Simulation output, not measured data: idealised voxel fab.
process module | voxel transistor to metal
cross-section cut | 290 nm wide | cells 5 nm
A cross-section is a grid of square cells, given in bands from the top down. A band is one or more rows of cells.
Each band's line starts with the height of the band's top and of its bottom, in nm. Then come its materials from left to right, each with its width in nm. One material with "throughout" fills the band from edge to edge. "air" is empty space.
Height 0 is the level under which the wafer as received is all one material. The lowest band goes on downwards, as in "0 down".
A width such as "30 to 40" changes by the same amount from each row of cells to the next, from the band's top row to its bottom row.
"no change" after a step means that no cell of the cross-section changed.
closed voids: empty space of 8 cells or more with no open way to the top, each as width x height at its distance from the left edge, in nm
after a step's settings: what the simulator itself notes on the step
overlay nm, on a step with a mask: how far to the right of its planned place the mask lay; to the left if negative
plan
1 op RECEIVE | material Si
2 op CONFORMAL_DEP | material SiO2 | thk nm 5
3 op CONFORMAL_DEP | material SiN | thk nm 15
4 op DIRECTIONAL_DEP | material aC | thk nm 10
5 op PATTERN | tone cover | mask id ACTIVE | material resist | width nm 105 | pitch nm 135 | thk nm 30 | overlay nm 0
6 op DIRECTIONAL_ETCH | etch materials aC | depth nm 10
7 op STRIP | etch materials resist
8 op DIRECTIONAL_ETCH | etch materials SiN | depth nm 15
9 op DIRECTIONAL_ETCH | etch materials SiO2 | depth nm 5
10 op DIRECTIONAL_ETCH | etch materials Si | depth nm 35
11 op STRIP | etch materials aC
12 op OXIDIZE | depth nm 5
13 op FILL_DEP | material SiO2 | thk nm 15
14 op CMP | height nm 20
15 op SELECTIVE_ETCH | etch materials SiO2 | depth nm 10
16 op STRIP | etch materials SiN
17 op SELECTIVE_ETCH | etch materials SiO2 | depth nm 5
18 op OXIDIZE | depth nm 5
19 op DIRECTIONAL_DEP | material polySi | thk nm 25
20 op DIRECTIONAL_DEP | material SiCN | thk nm 10
21 op MASKED_ETCH | tone cover | mask id GATE | width nm 25 | pitch nm 135 | etch materials SiCN | depth nm 20 | overlay nm 0
22 op MASKED_ETCH | tone cover | mask id GATE | width nm 25 | pitch nm 135 | etch materials polySi | depth nm 35 | overlay nm 0
23 op CONFORMAL_DEP | material SiO2 | thk nm 5
24 op DIRECTIONAL_ETCH | etch materials SiO2 | depth nm 5
25 op CONFORMAL_DEP | material SiN | thk nm 10
26 op DIRECTIONAL_ETCH | etch materials SiN | depth nm 10
27 op DIRECTIONAL_ETCH | etch materials SiO2 | depth nm 5
28 op DIRECTIONAL_ETCH | etch materials Si | depth nm 10
29 op EPI | material pSi | thk nm 15
30 op FILL_DEP | material SiO2 | thk nm 10
31 op CMP | height nm 25
32 op STRIP | etch materials polySi
33 op SELECTIVE_ETCH | etch materials SiO2 | depth nm 5
34 op CONFORMAL_DEP | material HfO2 | thk nm 5
35 op CONFORMAL_DEP | material TiN | thk nm 5
36 op FILL_DEP | material W | thk nm 10
37 op CMP | height nm 20
38 op DIRECTIONAL_DEP | material SiO2 | thk nm 10
39 op DIRECTIONAL_DEP | material aC | thk nm 15
40 op PATTERN | tone open | mask id CONTACT | material resist | width nm 20 | thk nm 35 | overlay nm 0
41 op DIRECTIONAL_ETCH | etch materials aC | depth nm 15
42 op STRIP | etch materials resist
43 op DIRECTIONAL_ETCH | etch materials SiO2 | depth nm 20
44 op STRIP | etch materials aC
45 op CONFORMAL_DEP | material TiN | thk nm 5
46 op FILL_DEP | material Ru | thk nm 5
47 op CMP | height nm 30
48 op DIRECTIONAL_DEP | material TiN | thk nm 5
49 op DIRECTIONAL_DEP | material W | thk nm 20
50 op DIRECTIONAL_DEP | material aC | thk nm 10
51 op PATTERN | tone cover | mask id METAL_1 | material resist | width nm 20 | thk nm 25 | overlay nm 0
52 op DIRECTIONAL_ETCH | etch materials aC | depth nm 10
53 op STRIP | etch materials resist
54 op DIRECTIONAL_ETCH | etch materials W | depth nm 20
55 op DIRECTIONAL_ETCH | etch materials TiN | depth nm 5
56 op STRIP | etch materials aC
57 op FILL_DEP | material lowk | thk nm 10
58 op CMP | height nm 55
59 op CONFORMAL_DEP | material SiCN | thk nm 5
60 op DIRECTIONAL_DEP | material SiO2 | thk nm 35
61 op MASKED_ETCH | tone open | mask id METAL_2_HOLES | width nm 15 | pitch nm 135 | etch materials SiO2 | depth nm 35 | overlay nm 0
62 op DIRECTIONAL_DEP | material aC | thk nm 10
63 op PATTERN | tone open | mask id METAL_2 | material resist | width nm 20 | pitch nm 135 | thk nm 25 | overlay nm 0
64 op DIRECTIONAL_ETCH | etch materials aC | depth nm 10
65 op STRIP | etch materials resist
66 op DIRECTIONAL_ETCH | etch materials SiO2 | depth nm 20
67 op DIRECTIONAL_ETCH | etch materials SiCN | depth nm 5
68 op STRIP | etch materials aC
69 op CONFORMAL_DEP | material TiN | thk nm 5
70 op FILL_DEP | material Cu | thk nm 10
71 op CMP | height nm 95
72 op CONFORMAL_DEP | material SiN | thk nm 5
as received, after step 1
  0 down: Si throughout
  closed voids: none
a wafer at the end: this start, this plan, one mistake
  100 to 95: SiN throughout
  95 to 80: SiO2 30 | TiN 5 | Cu 10 | TiN 5 | SiO2 115 | TiN 5 | Cu 10 | TiN 5 | SiO2 105
  80 to 75: SiO2 30 | TiN 10 | Cu 5 | TiN 5 | SiO2 115 | TiN 10 | Cu 5 | TiN 5 | SiO2 105
  75 to 60: SiO2 35 | TiN 5 | Cu 5 | TiN 5 | SiO2 120 | TiN 5 | Cu 5 | TiN 5 | SiO2 105
  60 to 55: SiCN 35 | TiN 15 | SiCN 120 | TiN 15 | SiCN 105
  55 to 35: lowk 30 | W 20 | lowk 55 | W 20 | lowk 40 | W 20 | lowk 55 | W 20 | lowk 30
  35 to 30: lowk 30 | TiN 20 | lowk 55 | TiN 20 | lowk 40 | TiN 20 | lowk 55 | TiN 20 | lowk 30
  30 to 20: SiO2 30 | TiN 5 | Ru 10 | TiN 5 | SiO2 55 | TiN 5 | Ru 10 | TiN 5 | SiO2 40 | TiN 5 | Ru 10 | TiN 5 | SiO2 55 | TiN 5 | Ru 10 | TiN 5 | SiO2 30
  20 to 15: SiO2 30 | TiN 5 | Ru 10 | TiN 5 | SiN 10 | HfO2 5 | TiN 5 | W 15 | TiN 5 | HfO2 5 | SiN 10 | TiN 5 | Ru 10 | TiN 5 | SiO2 40 | TiN 5 | Ru 10 | TiN 5 | SiN 10 | HfO2 5 | TiN 5 | W 15 | TiN 5 | HfO2 5 | SiN 10 | TiN 5 | Ru 10 | TiN 5 | SiO2 30
  15 to 10: SiO2 30 | TiN 20 | SiN 10 | HfO2 5 | TiN 5 | W 15 | TiN 5 | HfO2 5 | SiN 10 | TiN 20 | SiO2 40 | TiN 20 | SiN 10 | HfO2 5 | TiN 5 | W 15 | TiN 5 | HfO2 5 | SiN 10 | TiN 20 | SiO2 30
  10 to 5: SiO2 30 | pSi 20 | SiN 10 | HfO2 5 | TiN 5 | W 15 | TiN 5 | HfO2 5 | SiN 10 | pSi 20 | SiO2 40 | pSi 20 | SiN 10 | HfO2 5 | TiN 5 | W 15 | TiN 5 | HfO2 5 | SiN 10 | pSi 20 | SiO2 30
  5 to 0: SiO2 25 | SiN 10 | pSi 15 | SiN 10 | HfO2 5 | TiN 25 | HfO2 5 | SiN 10 | pSi 15 | SiN 10 | SiO2 30 | SiN 10 | pSi 15 | SiN 10 | HfO2 5 | TiN 25 | HfO2 5 | SiN 10 | pSi 15 | SiN 10 | SiO2 25
  0 to -5: SiO2 35 | pSi 15 | SiO2 10 | HfO2 35 | SiO2 10 | pSi 15 | SiO2 50 | pSi 15 | SiO2 10 | HfO2 35 | SiO2 10 | pSi 15 | SiO2 35
  -5 to -15: SiO2 30 | Si 5 | pSi 15 | Si 55 | pSi 15 | Si 5 | SiO2 40 | Si 5 | pSi 15 | Si 55 | pSi 15 | Si 5 | SiO2 30
  -15 to -40: SiO2 30 | Si 95 | SiO2 40 | Si 95 | SiO2 30
  -40 down: Si throughout
  closed voids: none
what went wrong: step 61 ran as: op MASKED_ETCH | tone open | mask id METAL_2_HOLES | width nm 15 | pitch nm 135 | etch materials SiO2 | depth nm 35 | overlay nm 5
